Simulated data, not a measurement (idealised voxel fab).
process module | voxel capacitor over wiring
cross-section cut | 215 nm wide | cells 5 nm
A cross-section is a grid of square cells, given in bands from the top down. A band is one or more rows of cells.
Each band's line starts with the height of the band's top and of its bottom, in nm. Then come its materials from left to right, each with its width in nm. One material with "throughout" fills the band from edge to edge. "air" is empty space.
Height 0 is the level under which the wafer as received is all one material. The lowest band goes on downwards, as in "0 down".
A width such as "30 to 40" changes by the same amount from each row of cells to the next, from the band's top row to its bottom row.
"no change" after a step means that no cell of the cross-section changed.
closed voids: empty space of 8 cells or more with no open way to the top, each as width x height at its distance from the left edge, in nm
after a step's settings: what the simulator itself notes on the step
overlay nm, on a step with a mask: how far to the right of its planned place the mask lay; to the left if negative
plan
1 op RECEIVE | material Si
2 op CONFORMAL_DEP | material SiO2 | thk nm 10
3 op DIRECTIONAL_DEP | material TiN | thk nm 5
4 op DIRECTIONAL_DEP | material W | thk nm 15
5 op PATTERN | tone cover | mask id METAL_1 | material resist | width nm 25 | pitch nm 95 | thk nm 20 | overlay nm 0
6 op DIRECTIONAL_ETCH | etch materials W | depth nm 15
7 op DIRECTIONAL_ETCH | etch materials TiN | depth nm 5
8 op STRIP | etch materials resist
9 op CONFORMAL_DEP | material SiN | thk nm 5
10 op FILL_DEP | material lowk | thk nm 5
11 op CMP | height nm 30
12 op CONFORMAL_DEP | material SiCN | thk nm 5
13 op DIRECTIONAL_DEP | material lowk | thk nm 10
14 op PATTERN | tone open | mask id PLUG_1 | material resist | width nm 15 | thk nm 20 | overlay nm 0
15 op DIRECTIONAL_ETCH | etch materials lowk | depth nm 10
16 op DIRECTIONAL_ETCH | etch materials SiCN | depth nm 5
17 op STRIP | etch materials resist
18 op CONFORMAL_DEP | material TiN | thk nm 5
19 op FILL_DEP | material Ru | thk nm 10
20 op CMP | height nm 45
21 op DIRECTIONAL_DEP | material TiN | thk nm 10
22 op DIRECTIONAL_DEP | material SiN | thk nm 5
23 op DIRECTIONAL_DEP | material TiN | thk nm 5
24 op MASKED_ETCH | tone cover | mask id UPPER_PLATE | width nm 75 | etch materials TiN | depth nm 5 | overlay nm 0
25 op MASKED_ETCH | tone cover | mask id UPPER_PLATE | width nm 75 | etch materials SiN | depth nm 5 | overlay nm 0
26 op DIRECTIONAL_DEP | material aC | thk nm 10
27 op PATTERN | tone cover | mask id LOWER_PLATE | material resist | width nm 85 | thk nm 30 | overlay nm 0
28 op DIRECTIONAL_ETCH | etch materials aC | depth nm 10
29 op STRIP | etch materials resist
30 op DIRECTIONAL_ETCH | etch materials TiN | depth nm 10
31 op STRIP | etch materials aC
32 op FILL_DEP | material SiO2 | thk nm 15
33 op CMP | height nm 75
34 op PATTERN | tone open | mask id PLUG_2 | material resist | width nm 15 | thk nm 20 | overlay nm 0
35 op DIRECTIONAL_ETCH | etch materials SiO2 | depth nm 10
36 op STRIP | etch materials resist
37 op CONFORMAL_DEP | material TiN | thk nm 5
38 op FILL_DEP | material Ru | thk nm 5
39 op CMP | height nm 75
40 op CONFORMAL_DEP | material SiCN | thk nm 5
as received, after step 1
  0 down: Si throughout
  closed voids: none
a wafer at the end: this start, this plan, one mistake
  80 to 75: SiCN throughout
  75 to 70: SiO2 65 | TiN 5 | Ru 5 | TiN 5 | SiO2 135
  70 to 60: SiO2 65 to 55 | TiN 15 to 75 | SiO2 135 to 85
  60 to 55: SiO2 55 | SiN 75 | SiO2 85
  55 to 45: SiO2 50 | TiN 85 | SiO2 80
  45 to 40: SiCN 55 | TiN 15 | SiCN 145
  40 to 30: lowk throughout
  30 to 15: lowk 40 | SiN 5 | W 25 | SiN 5 | lowk 60 | SiN 5 | W 25 | SiN 5 | lowk 45
  15 to 10: SiN 45 | TiN 25 | SiN 70 | TiN 25 | SiN 50
  10 to 0: SiO2 throughout
  0 down: Si throughout
  closed voids: none
what went wrong: steps 12 and 13 were swapped
